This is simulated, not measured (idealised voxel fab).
The name of this process module is voxel tone inversion.
The figure presents cross-section cut, which has a width of 245 nm and is divided into square cells with an edge length of 5 nm.
If you're reading a cross-section in this doc, picture square cells in a grid; it comes to you as bands, top ones listed first down to the bottom, and a band can be one or more rows of cells. It is stipulated that each band's entry specify, in nanometres, the height of the top of the band and then that of its bottom, followed by the materials of the band in left-to-right sequence, each together with its width in nanometres. A single material marked by the word "everywhere" is understood to fill the band from edge to edge; the word "blank" is understood to denote empty space. All heights in this document are referenced to 0, defined as the level beneath which the wafer, as received, consists entirely of one material. The lowest band is not bounded below; it extends indefinitely downward and is written in the form "top 0, no bottom". You'd read "30..40" like this: the band's top row of cells is as wide as the first number, its bottom row is as wide as the second, and going down, every row changes width by the same amount as the row before did. Reading "identical to before" for a step: not a cell of the cross-section changed in it. "Voids lacking openings" contains a list of empty spaces, each no smaller than 8 cells and without an open way to the top, written in the form width x height at distance with the distance from the left edge and all three in nm. Note: text after step settings on the step line = simulator remark on that step. "overlay nm" on a masked step: distance the mask lay right of its planned place, negative for left.
Here's what the planned process steps look like
1: op RECEIVE | material Si
2: op CONFORMAL_DEP | material SiN | thk nm 5
3: op DIRECTIONAL_DEP | material polySi | thk nm 15
4: op PATTERN | tone cover | mask id POSTS | material resist | width nm 20 | pitch nm 40 | thk nm 20 | overlay nm 0
5: op DIRECTIONAL_ETCH | etch materials polySi | depth nm 5
6: op STRIP | etch materials resist
7: op FILL_DEP | material SiO2 | thk nm 5
8: op CMP | height nm 20
9: op STRIP | etch materials polySi
The wafers are alike at the start. At step 5, their depth nm differs. The plan lists the first wafer's value.
The first of several wafers as received, shown in cross-section; this is its state after step 1
    top 0, no bottom: Si everywhere
    Voids lacking openings: none
Cross-section of the first of several wafers once the module has run through its last step, step 9
    top 5, bottom 0: SiN everywhere
    top 0, no bottom: Si everywhere
    Voids lacking openings: none
A cross-section through the last wafer at the close of the module
    top 20, bottom 5: SiO2 50 nm, blank 20 nm, SiO2 20 nm, blank 20 nm, SiO2 20 nm, blank 20 nm, SiO2 20 nm, blank 20 nm, SiO2 55 nm
    top 5, bottom 0: SiN everywhere
    top 0, no bottom: Si everywhere
    Voids lacking openings: none
Below is a per-wafer table. In it, each row describes the wafer at the end of the module by giving, for each material, the number of cells gained (+) or lost (-) since the wafer was received, and after that the closed voids of the wafer
depth nm 5 | +49 SiN | Voids lacking openings: none
depth nm 10 | +49 SiN | Voids lacking openings: none
depth nm 15 | +49 SiN | +99 SiO2 | Voids lacking openings: none
depth nm 20 | +49 SiN | +99 SiO2 | Voids lacking openings: none
depth nm 25 | +49 SiN | +99 SiO2 | Voids lacking openings: none
depth nm 30 | +49 SiN | +99 SiO2 | Voids lacking openings: none
